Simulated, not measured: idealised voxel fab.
process module | voxel transistor to metal
cross-section cut | 150 nm wide | cells 5 nm
A cross-section is a grid of square cells, given in bands from the top down. A band is one or more rows of cells.
Each band's line starts with the height of the band's top and of its bottom, in nm. Then come its materials from left to right, each with its width in nm. One material with "throughout" fills the band from edge to edge. "air" is empty space.
Height 0 is the level under which the wafer as received is all one material. The lowest band goes on downwards, as in "0 down".
A width such as "30 to 40" changes by the same amount from each row of cells to the next, from the band's top row to its bottom row.
"no change" after a step means that no cell of the cross-section changed.
closed voids: empty space of 8 cells or more with no open way to the top, each as width x height at its distance from the left edge, in nm
after a step's settings: what the simulator itself notes on the step
overlay nm, on a step with a mask: how far to the right of its planned place the mask lay; to the left if negative
plan
1 op RECEIVE | material Si
2 op OXIDIZE | depth nm 5
3 op CONFORMAL_DEP | material SiN | thk nm 10
4 op MASKED_ETCH | tone cover | mask id ACTIVE | width nm 95 | etch materials SiN | depth nm 10 | overlay nm 0
5 op MASKED_ETCH | tone cover | mask id ACTIVE | width nm 95 | etch materials SiO2 | depth nm 5 | overlay nm 0
6 op MASKED_ETCH | tone cover | mask id ACTIVE | width nm 95 | etch materials Si | depth nm 25 | overlay nm 0
7 op FILL_DEP | material SiO2 | thk nm 15
8 op CMP | height nm 10
9 op SELECTIVE_ETCH | etch materials SiO2 | depth nm 10
10 op STRIP | etch materials SiN
11 op SELECTIVE_ETCH | etch materials SiO2 | depth nm 5
12 op OXIDIZE | depth nm 5
13 op DIRECTIONAL_DEP | material polySi | thk nm 25
14 op DIRECTIONAL_DEP | material SiCN | thk nm 15
15 op PATTERN | tone cover | mask id GATE | material resist | width nm 25 | thk nm 20 | overlay nm 0
16 op DIRECTIONAL_ETCH | etch materials SiCN | depth nm 25
17 op DIRECTIONAL_ETCH | etch materials polySi | depth nm 35
18 op STRIP | etch materials resist
19 op CONFORMAL_DEP | material SiO2 | thk nm 5
20 op DIRECTIONAL_ETCH | etch materials SiO2 | depth nm 5
21 op CONFORMAL_DEP | material SiN | thk nm 5
22 op DIRECTIONAL_ETCH | etch materials SiN | depth nm 5
23 op DIRECTIONAL_ETCH | etch materials SiO2 | depth nm 5
24 op DIRECTIONAL_ETCH | etch materials Si | depth nm 10
25 op EPI | material SiGe | thk nm 10
26 op FILL_DEP | material SiO2 | thk nm 10
27 op CMP | height nm 35
28 op DIRECTIONAL_DEP | material SiO2 | thk nm 10
29 op MASKED_ETCH | tone open | mask id CONTACT | width nm 25 | pitch nm 60 | etch materials SiO2 | depth nm 55 | overlay nm 0
30 op CONFORMAL_DEP | material TiN | thk nm 5
31 op FILL_DEP | material Ru | thk nm 5
32 op CMP | height nm 45
33 op DIRECTIONAL_DEP | material TiN | thk nm 5
34 op DIRECTIONAL_DEP | material Ru | thk nm 20
35 op PATTERN | tone cover | mask id METAL_1 | material resist | width nm 15 | pitch nm 70 | thk nm 20 | overlay nm 0
36 op DIRECTIONAL_ETCH | etch materials Ru | depth nm 20
37 op DIRECTIONAL_ETCH | etch materials TiN | depth nm 5
38 op STRIP | etch materials resist
39 op CONFORMAL_DEP | material SiN | thk nm 5
40 op FILL_DEP | material SiO2 | thk nm 5
41 op CMP | height nm 70
42 op CONFORMAL_DEP | material SiN | thk nm 5
first wafer, as planned
as received, after step 1
  0 down: Si throughout
  closed voids: none
after step 2
  0 to -5: SiO2 throughout
  below -5: unchanged
after step 3
  10 to 0: SiN throughout
  below 0: unchanged
after step 4
  10 to 0: air 25 | SiN 95 | air 30
  below 0: unchanged
after step 5
  10 to 0: air 25 | SiN 95 | air 30
  0 to -5: air 25 | SiO2 95 | air 30
  below -5: unchanged
after step 6
  10 to 0: air 25 | SiN 95 | air 30
  0 to -5: air 25 | SiO2 95 | air 30
  -5 to -30: air 25 | Si 95 | air 30
  below -30: unchanged
after step 7
  25 to 10: SiO2 throughout
  10 to 0: SiO2 25 | SiN 95 | SiO2 30
  0 to -5: SiO2 throughout
  -5 to -30: SiO2 25 | Si 95 | SiO2 30
  below -30: unchanged
after step 8
  10 to 0: SiO2 25 | SiN 95 | SiO2 30
  below 0: unchanged
after step 9
  10 to 0: air 25 | SiN 95 | air 30
  below 0: unchanged
after step 10
  0 to -5: SiO2 throughout
  below -5: unchanged
after step 11
  -5 to -30: SiO2 25 | Si 95 | SiO2 30
  below -30: unchanged
after step 12
  -5 to -10: SiO2 throughout
  below -10: unchanged
after step 13
  20 to -5: polySi throughout
  below -5: unchanged
after step 14
  35 to 20: SiCN throughout
  below 20: unchanged
after step 15
  55 to 35: air 60 | resist 25 | air 65
  below 35: unchanged
after step 16
  55 to 35: air 60 | resist 25 | air 65
  35 to 20: air 60 | SiCN 25 | air 65
  below 20: unchanged
after step 17
  55 to 35: air 60 | resist 25 | air 65
  35 to 20: air 60 | SiCN 25 | air 65
  20 to -5: air 60 | polySi 25 | air 65
  below -5: unchanged
after step 18
  35 to 20: air 60 | SiCN 25 | air 65
  below 20: unchanged
after step 19
  40 to 35: air 55 | SiO2 35 | air 60
  35 to 20: air 55 | SiO2 5 | SiCN 25 | SiO2 5 | air 60
  20 to 0: air 55 | SiO2 5 | polySi 25 | SiO2 5 | air 60
  0 to -5: SiO2 60 | polySi 25 | SiO2 65
  below -5: unchanged
after step 20
  35 to 20: air 55 | SiO2 5 | SiCN 25 | SiO2 5 | air 60
  20 to -5: air 55 | SiO2 5 | polySi 25 | SiO2 5 | air 60
  below -5: unchanged
after step 21
  40 to 35: air 50 | SiN 45 | air 55
  35 to 20: air 50 | SiN 5 | SiO2 5 | SiCN 25 | SiO2 5 | SiN 5 | air 55
  20 to 0: air 50 | SiN 5 | SiO2 5 | polySi 25 | SiO2 5 | SiN 5 | air 55
  0 to -5: SiN 55 | SiO2 5 | polySi 25 | SiO2 5 | SiN 60
  below -5: unchanged
after step 22
  35 to 20: air 50 | SiN 5 | SiO2 5 | SiCN 25 | SiO2 5 | SiN 5 | air 55
  20 to -5: air 50 | SiN 5 | SiO2 5 | polySi 25 | SiO2 5 | SiN 5 | air 55
  below -5: unchanged
after step 23
  35 to 30: air 50 | SiN 5 | air 5 | SiCN 25 | air 5 | SiN 5 | air 55
  30 to 20: air 50 | SiN 5 | SiO2 5 | SiCN 25 | SiO2 5 | SiN 5 | air 55
  20 to -5: air 50 | SiN 5 | SiO2 5 | polySi 25 | SiO2 5 | SiN 5 | air 55
  -5 to -10: air 50 | SiO2 45 | air 55
  below -10: unchanged
after step 24
  35 to 30: air 50 | SiN 5 | air 5 | SiCN 25 | air 5 | SiN 5 | air 55
  30 to 20: air 50 | SiN 5 | SiO2 5 | SiCN 25 | SiO2 5 | SiN 5 | air 55
  20 to -5: air 50 | SiN 5 | SiO2 5 | polySi 25 | SiO2 5 | SiN 5 | air 55
  -5 to -10: air 50 | SiO2 45 | air 55
  -10 to -20: SiO2 25 | air 25 | Si 45 | air 25 | SiO2 30
  below -20: unchanged
after step 25
  35 to 30: air 50 | SiN 5 | air 5 | SiCN 25 | air 5 | SiN 5 | air 55
  30 to 20: air 50 | SiN 5 | SiO2 5 | SiCN 25 | SiO2 5 | SiN 5 | air 55
  20 to 0: air 50 | SiN 5 | SiO2 5 | polySi 25 | SiO2 5 | SiN 5 | air 55
  0 to -5: air 40 | SiGe 10 | SiN 5 | SiO2 5 | polySi 25 | SiO2 5 | SiN 5 | SiGe 10 | air 45
  -5 to -10: air 40 | SiGe 10 | SiO2 45 | SiGe 10 | air 45
  -10 to -20: SiO2 25 | SiGe 25 | Si 45 | SiGe 25 | SiO2 30
  below -20: unchanged
after step 26
  45 to 35: SiO2 throughout
  35 to 20: SiO2 50 | SiN 5 | SiO2 5 | SiCN 25 | SiO2 5 | SiN 5 | SiO2 55
  20 to 0: SiO2 50 | SiN 5 | SiO2 5 | polySi 25 | SiO2 5 | SiN 5 | SiO2 55
  0 to -5: SiO2 40 | SiGe 10 | SiN 5 | SiO2 5 | polySi 25 | SiO2 5 | SiN 5 | SiGe 10 | SiO2 45
  -5 to -10: SiO2 40 | SiGe 10 | SiO2 45 | SiGe 10 | SiO2 45
  below -10: unchanged
after step 27
  35 to 20: SiO2 50 | SiN 5 | SiO2 5 | SiCN 25 | SiO2 5 | SiN 5 | SiO2 55
  below 20: unchanged
after step 28
  45 to 35: SiO2 throughout
  below 35: unchanged
after step 29
  45 to 35: SiO2 30 | air 25 | SiO2 35 | air 25 | SiO2 35
  35 to 20: SiO2 30 | air 20 | SiN 5 | SiO2 5 | SiCN 25 | SiO2 5 | SiN 5 | air 20 | SiO2 35
  20 to 0: SiO2 30 | air 20 | SiN 5 | SiO2 5 | polySi 25 | SiO2 5 | SiN 5 | air 20 | SiO2 35
  0 to -5: SiO2 30 | air 10 | SiGe 10 | SiN 5 | SiO2 5 | polySi 25 | SiO2 5 | SiN 5 | SiGe 10 | air 10 | SiO2 35
  -5 to -10: SiO2 30 | air 10 | SiGe 10 | SiO2 45 | SiGe 10 | air 10 | SiO2 35
  below -10: unchanged
after step 30
  50 to 45: TiN 35 | air 15 | TiN 45 | air 15 | TiN 40
  45 to 35: SiO2 30 | TiN 5 | air 15 to 10 | TiN 5 to 10 | SiO2 35 | TiN 5 to 10 | air 15 to 10 | TiN 5 | SiO2 35
  35 to 20: SiO2 30 | TiN 5 | air 10 | TiN 5 | SiN 5 | SiO2 5 | SiCN 25 | SiO2 5 | SiN 5 | TiN 5 | air 10 | TiN 5 | SiO2 35
  20 to 5: SiO2 30 | TiN 5 | air 10 | TiN 5 | SiN 5 | SiO2 5 | polySi 25 | SiO2 5 | SiN 5 | TiN 5 | air 10 | TiN 5 | SiO2 35
  5 to 0: SiO2 30 | TiN 20 | SiN 5 | SiO2 5 | polySi 25 | SiO2 5 | SiN 5 | TiN 20 | SiO2 35
  0 to -5: SiO2 30 | TiN 10 | SiGe 10 | SiN 5 | SiO2 5 | polySi 25 | SiO2 5 | SiN 5 | SiGe 10 | TiN 10 | SiO2 35
  -5 to -10: SiO2 30 | TiN 10 | SiGe 10 | SiO2 45 | SiGe 10 | TiN 10 | SiO2 35
  below -10: unchanged
after step 31
  55 to 50: Ru throughout
  50 to 45: TiN 35 | Ru 15 | TiN 45 | Ru 15 | TiN 40
  45 to 35: SiO2 30 | TiN 5 | Ru 15 to 10 | TiN 5 to 10 | SiO2 35 | TiN 5 to 10 | Ru 15 to 10 | TiN 5 | SiO2 35
  35 to 20: SiO2 30 | TiN 5 | Ru 10 | TiN 5 | SiN 5 | SiO2 5 | SiCN 25 | SiO2 5 | SiN 5 | TiN 5 | Ru 10 | TiN 5 | SiO2 35
  20 to 5: SiO2 30 | TiN 5 | Ru 10 | TiN 5 | SiN 5 | SiO2 5 | polySi 25 | SiO2 5 | SiN 5 | TiN 5 | Ru 10 | TiN 5 | SiO2 35
  below 5: unchanged
after step 32
  45 to 35: SiO2 30 | TiN 5 | Ru 15 to 10 | TiN 5 to 10 | SiO2 35 | TiN 5 to 10 | Ru 15 to 10 | TiN 5 | SiO2 35
  below 35: unchanged
after step 33
  50 to 45: TiN throughout
  below 45: unchanged
after step 34
  70 to 50: Ru throughout
  below 50: unchanged
after step 35
  90 to 70: air 30 | resist 15 | air 55 | resist 15 | air 35
  below 70: unchanged
after step 36
  90 to 70: air 30 | resist 15 | air 55 | resist 15 | air 35
  70 to 50: air 30 | Ru 15 | air 55 | Ru 15 | air 35
  below 50: unchanged
after step 37
  90 to 70: air 30 | resist 15 | air 55 | resist 15 | air 35
  70 to 50: air 30 | Ru 15 | air 55 | Ru 15 | air 35
  50 to 45: air 30 | TiN 15 | air 55 | TiN 15 | air 35
  below 45: unchanged
after step 38
  70 to 50: air 30 | Ru 15 | air 55 | Ru 15 | air 35
  below 50: unchanged
after step 39
  75 to 70: air 25 | SiN 25 | air 45 | SiN 25 | air 30
  70 to 50: air 25 | SiN 5 | Ru 15 | SiN 5 | air 45 | SiN 5 | Ru 15 | SiN 5 | air 30
  50 to 45: SiN 30 | TiN 15 | SiN 55 | TiN 15 | SiN 35
  below 45: unchanged
after step 40
  80 to 75: SiO2 throughout
  75 to 70: SiO2 25 | SiN 25 | SiO2 45 | SiN 25 | SiO2 30
  70 to 50: SiO2 25 | SiN 5 | Ru 15 | SiN 5 | SiO2 45 | SiN 5 | Ru 15 | SiN 5 | SiO2 30
  below 50: unchanged
after step 41
  70 to 50: SiO2 25 | SiN 5 | Ru 15 | SiN 5 | SiO2 45 | SiN 5 | Ru 15 | SiN 5 | SiO2 30
  below 50: unchanged
after step 42
  75 to 70: SiN throughout
  below 70: unchanged
second wafer: like start, like plan, one mistake. Through step 14 it matches the first wafer
when step 15 should have ended
  55 to 35: air 60 | resist 30 | air 60
  below 35: unchanged
when step 16 should have ended
  55 to 35: air 60 | resist 30 | air 60
  35 to 20: air 60 | SiCN 30 | air 60
  below 20: unchanged
when step 17 should have ended
  55 to 35: air 60 | resist 30 | air 60
  35 to 20: air 60 | SiCN 30 | air 60
  20 to -5: air 60 | polySi 30 | air 60
  below -5: unchanged
when step 18 should have ended
  35 to 20: air 60 | SiCN 30 | air 60
  below 20: unchanged
when step 19 should have ended
  40 to 35: air 55 | SiO2 40 | air 55
  35 to 20: air 55 | SiO2 5 | SiCN 30 | SiO2 5 | air 55
  20 to 0: air 55 | SiO2 5 | polySi 30 | SiO2 5 | air 55
  0 to -5: SiO2 60 | polySi 30 | SiO2 60
  below -5: unchanged
when step 20 should have ended
  35 to 20: air 55 | SiO2 5 | SiCN 30 | SiO2 5 | air 55
  20 to -5: air 55 | SiO2 5 | polySi 30 | SiO2 5 | air 55
  below -5: unchanged
when step 21 should have ended
  40 to 35: air 50 | SiN 50 | air 50
  35 to 20: air 50 | SiN 5 | SiO2 5 | SiCN 30 | SiO2 5 | SiN 5 | air 50
  20 to 0: air 50 | SiN 5 | SiO2 5 | polySi 30 | SiO2 5 | SiN 5 | air 50
  0 to -5: SiN 55 | SiO2 5 | polySi 30 | SiO2 5 | SiN 55
  below -5: unchanged
when step 22 should have ended
  35 to 20: air 50 | SiN 5 | SiO2 5 | SiCN 30 | SiO2 5 | SiN 5 | air 50
  20 to -5: air 50 | SiN 5 | SiO2 5 | polySi 30 | SiO2 5 | SiN 5 | air 50
  below -5: unchanged
when step 23 should have ended
  35 to 30: air 50 | SiN 5 | air 5 | SiCN 30 | air 5 | SiN 5 | air 50
  30 to 20: air 50 | SiN 5 | SiO2 5 | SiCN 30 | SiO2 5 | SiN 5 | air 50
  20 to -5: air 50 | SiN 5 | SiO2 5 | polySi 30 | SiO2 5 | SiN 5 | air 50
  -5 to -10: air 50 | SiO2 50 | air 50
  below -10: unchanged
when step 24 should have ended
  35 to 30: air 50 | SiN 5 | air 5 | SiCN 30 | air 5 | SiN 5 | air 50
  30 to 20: air 50 | SiN 5 | SiO2 5 | SiCN 30 | SiO2 5 | SiN 5 | air 50
  20 to -5: air 50 | SiN 5 | SiO2 5 | polySi 30 | SiO2 5 | SiN 5 | air 50
  -5 to -10: air 50 | SiO2 50 | air 50
  -10 to -20: SiO2 25 | air 25 | Si 50 | air 20 | SiO2 30
  below -20: unchanged
when step 25 should have ended
  35 to 30: air 50 | SiN 5 | air 5 | SiCN 30 | air 5 | SiN 5 | air 50
  30 to 20: air 50 | SiN 5 | SiO2 5 | SiCN 30 | SiO2 5 | SiN 5 | air 50
  20 to 0: air 50 | SiN 5 | SiO2 5 | polySi 30 | SiO2 5 | SiN 5 | air 50
  0 to -5: air 40 | SiGe 10 | SiN 5 | SiO2 5 | polySi 30 | SiO2 5 | SiN 5 | SiGe 10 | air 40
  -5 to -10: air 40 | SiGe 10 | SiO2 50 | SiGe 10 | air 40
  -10 to -20: SiO2 25 | SiGe 25 | Si 50 | SiGe 20 | SiO2 30
  below -20: unchanged
when step 26 should have ended
  45 to 35: SiO2 throughout
  35 to 20: SiO2 50 | SiN 5 | SiO2 5 | SiCN 30 | SiO2 5 | SiN 5 | SiO2 50
  20 to 0: SiO2 50 | SiN 5 | SiO2 5 | polySi 30 | SiO2 5 | SiN 5 | SiO2 50
  0 to -5: SiO2 40 | SiGe 10 | SiN 5 | SiO2 5 | polySi 30 | SiO2 5 | SiN 5 | SiGe 10 | SiO2 40
  -5 to -10: SiO2 40 | SiGe 10 | SiO2 50 | SiGe 10 | SiO2 40
  below -10: unchanged
when step 27 should have ended
  35 to 20: SiO2 50 | SiN 5 | SiO2 5 | SiCN 30 | SiO2 5 | SiN 5 | SiO2 50
  below 20: unchanged
when step 28 should have ended
  45 to 35: SiO2 throughout
  below 35: unchanged
when step 29 should have ended
  45 to 35: SiO2 30 | air 25 | SiO2 35 | air 25 | SiO2 35
  35 to 20: SiO2 30 | air 20 | SiN 5 | SiO2 5 | SiCN 30 | air 5 | SiN 5 | air 15 | SiO2 35
  20 to 0: SiO2 30 | air 20 | SiN 5 | SiO2 5 | polySi 30 | air 5 | SiN 5 | air 15 | SiO2 35
  0 to -5: SiO2 30 | air 10 | SiGe 10 | SiN 5 | SiO2 5 | polySi 30 | air 5 | SiN 5 | SiGe 10 | air 5 | SiO2 35
  -5 to -10: SiO2 30 | air 10 | SiGe 10 | SiO2 40 | air 5 | SiO2 5 | SiGe 10 | air 5 | SiO2 35
  below -10: unchanged
when step 30 should have ended
  50 to 45: TiN 35 | air 15 | TiN 45 | air 15 | TiN 40
  45 to 35: SiO2 30 | TiN 5 | air 15 to 10 | TiN 5 to 10 | SiO2 35 | TiN 5 to 15 | air 15 to 5 | TiN 5 | SiO2 35
  35 to 20: SiO2 30 | TiN 5 | air 10 | TiN 5 | SiN 5 | SiO2 5 | SiCN 30 | TiN 5 | SiN 5 | TiN 5 | air 5 | TiN 5 | SiO2 35
  20 to 5: SiO2 30 | TiN 5 | air 10 | TiN 5 | SiN 5 | SiO2 5 | polySi 30 | TiN 5 | SiN 5 | TiN 5 | air 5 | TiN 5 | SiO2 35
  5 to 0: SiO2 30 | TiN 20 | SiN 5 | SiO2 5 | polySi 30 | TiN 5 | SiN 5 | TiN 15 | SiO2 35
  0 to -5: SiO2 30 | TiN 10 | SiGe 10 | SiN 5 | SiO2 5 | polySi 30 | TiN 5 | SiN 5 | SiGe 10 | TiN 5 | SiO2 35
  -5 to -10: SiO2 30 | TiN 10 | SiGe 10 | SiO2 40 | TiN 5 | SiO2 5 | SiGe 10 | TiN 5 | SiO2 35
  below -10: unchanged
when step 31 should have ended
  55 to 50: Ru throughout
  50 to 45: TiN 35 | Ru 15 | TiN 45 | Ru 15 | TiN 40
  45 to 35: SiO2 30 | TiN 5 | Ru 15 to 10 | TiN 5 to 10 | SiO2 35 | TiN 5 to 15 | Ru 15 to 5 | TiN 5 | SiO2 35
  35 to 20: SiO2 30 | TiN 5 | Ru 10 | TiN 5 | SiN 5 | SiO2 5 | SiCN 30 | TiN 5 | SiN 5 | TiN 5 | Ru 5 | TiN 5 | SiO2 35
  20 to 5: SiO2 30 | TiN 5 | Ru 10 | TiN 5 | SiN 5 | SiO2 5 | polySi 30 | TiN 5 | SiN 5 | TiN 5 | Ru 5 | TiN 5 | SiO2 35
  below 5: unchanged
when step 32 should have ended
  45 to 35: SiO2 30 | TiN 5 | Ru 15 to 10 | TiN 5 to 10 | SiO2 35 | TiN 5 to 15 | Ru 15 to 5 | TiN 5 | SiO2 35
  below 35: unchanged
when step 33 should have ended
  50 to 45: TiN throughout
  below 45: unchanged
when step 34 should have ended
  70 to 50: Ru throughout
  below 50: unchanged
when step 35 should have ended
  90 to 70: air 30 | resist 15 | air 55 | resist 15 | air 35
  below 70: unchanged
when step 36 should have ended
  90 to 70: air 30 | resist 15 | air 55 | resist 15 | air 35
  70 to 50: air 30 | Ru 15 | air 55 | Ru 15 | air 35
  below 50: unchanged
when step 37 should have ended
  90 to 70: air 30 | resist 15 | air 55 | resist 15 | air 35
  70 to 50: air 30 | Ru 15 | air 55 | Ru 15 | air 35
  50 to 45: air 30 | TiN 15 | air 55 | TiN 15 | air 35
  below 45: unchanged
when step 38 should have ended
  70 to 50: air 30 | Ru 15 | air 55 | Ru 15 | air 35
  below 50: unchanged
when step 39 should have ended
  75 to 70: air 25 | SiN 25 | air 45 | SiN 25 | air 30
  70 to 50: air 25 | SiN 5 | Ru 15 | SiN 5 | air 45 | SiN 5 | Ru 15 | SiN 5 | air 30
  50 to 45: SiN 30 | TiN 15 | SiN 55 | TiN 15 | SiN 35
  below 45: unchanged
when step 40 should have ended
  80 to 75: SiO2 throughout
  75 to 70: SiO2 25 | SiN 25 | SiO2 45 | SiN 25 | SiO2 30
  70 to 50: SiO2 25 | SiN 5 | Ru 15 | SiN 5 | SiO2 45 | SiN 5 | Ru 15 | SiN 5 | SiO2 30
  below 50: unchanged
when step 41 should have ended
  70 to 50: SiO2 25 | SiN 5 | Ru 15 | SiN 5 | SiO2 45 | SiN 5 | Ru 15 | SiN 5 | SiO2 30
  below 50: unchanged
when step 42 should have ended
  75 to 70: SiN throughout
  below 70: unchanged
what went wrong: step 15 ran as: op PATTERN | tone cover | mask id GATE | material resist | width nm 30 | thk nm 20 | overlay nm 0
at the end the second wafer has, in cells: 7 fewer of Ru | 2 more of Si | 3 more of SiCN | 2 fewer of SiGe | 8 fewer of SiO2 | 7 more of TiN | 5 more of polySi
